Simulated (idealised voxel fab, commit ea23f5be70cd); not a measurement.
process module | voxel gate over fins
cross-section cut | 210 nm wide | cells 5 nm
A cross-section is a grid of square cells, given in bands from the top down. A band is one or more rows of cells.
Each band's line starts with the height of the band's top and of its bottom, in nm. Then come its materials from left to right, each with its width in nm. One material with "throughout" fills the band from edge to edge. "air" is empty space.
Height 0 is the level under which the wafer as received is all one material. The lowest band goes on downwards, as in "0 down".
A width such as "30 to 40" changes by the same amount from each row of cells to the next, from the band's top row to its bottom row.
"no change" after a step means that no cell of the cross-section changed.
closed voids: empty space of 8 cells or more with no open way to the top, each as width x height at its distance from the left edge, in nm
after a step's settings: what the simulator itself notes on the step
overlay nm, on a step with a mask: how far to the right of its planned place the mask lay; to the left if negative
plan
1 op RECEIVE | material Si
2 op CONFORMAL_DEP | material SiN | thk nm 10
3 op PATTERN | tone cover | mask id FINS | material resist | width nm 15 | pitch nm 45 | thk nm 15 | overlay nm 0
4 op DIRECTIONAL_ETCH | etch materials SiN | depth nm 10
5 op DIRECTIONAL_ETCH | etch materials Si | depth nm 40
6 op STRIP | etch materials resist
7 op OXIDIZE | depth nm 5
8 op FILL_DEP | material SiO2 | thk nm 5
9 op CMP | height nm 10
10 op SELECTIVE_ETCH | etch materials SiO2 | depth nm 10
11 op STRIP | etch materials SiN
12 op CONFORMAL_DEP | material HfO2 | thk nm 5
13 op CONFORMAL_DEP | material TiN | thk nm 5
14 op FILL_DEP | material W | thk nm 10
15 op CMP | height nm 15
16 op CONFORMAL_DEP | material SiCN | thk nm 10
varied across the wafers: depth nm of step 10. The plan shows the first wafer's value. All wafers start alike
first wafer as received, after step 1
  0 down: Si throughout
  closed voids: none
each wafer at the end: cells of each material gained (+) or lost (-) since it was received, then its closed voids
depth nm 10 | +42 HfO2 | -351 Si | +84 SiCN | +351 SiO2 | +42 TiN | +42 W | closed voids: none
depth nm 15 | +48 HfO2 | -351 Si | +84 SiCN | +312 SiO2 | +48 TiN | +69 W | closed voids: none
depth nm 20 | +54 HfO2 | -351 Si | +84 SiCN | +273 SiO2 | +54 TiN | +96 W | closed voids: none
depth nm 25 | +60 HfO2 | -351 Si | +84 SiCN | +234 SiO2 | +60 TiN | +123 W | closed voids: none
depth nm 30 | +66 HfO2 | -351 Si | +84 SiCN | +195 SiO2 | +66 TiN | +150 W | closed voids: none
depth nm 35 | +72 HfO2 | -351 Si | +84 SiCN | +156 SiO2 | +72 TiN | +177 W | closed voids: none
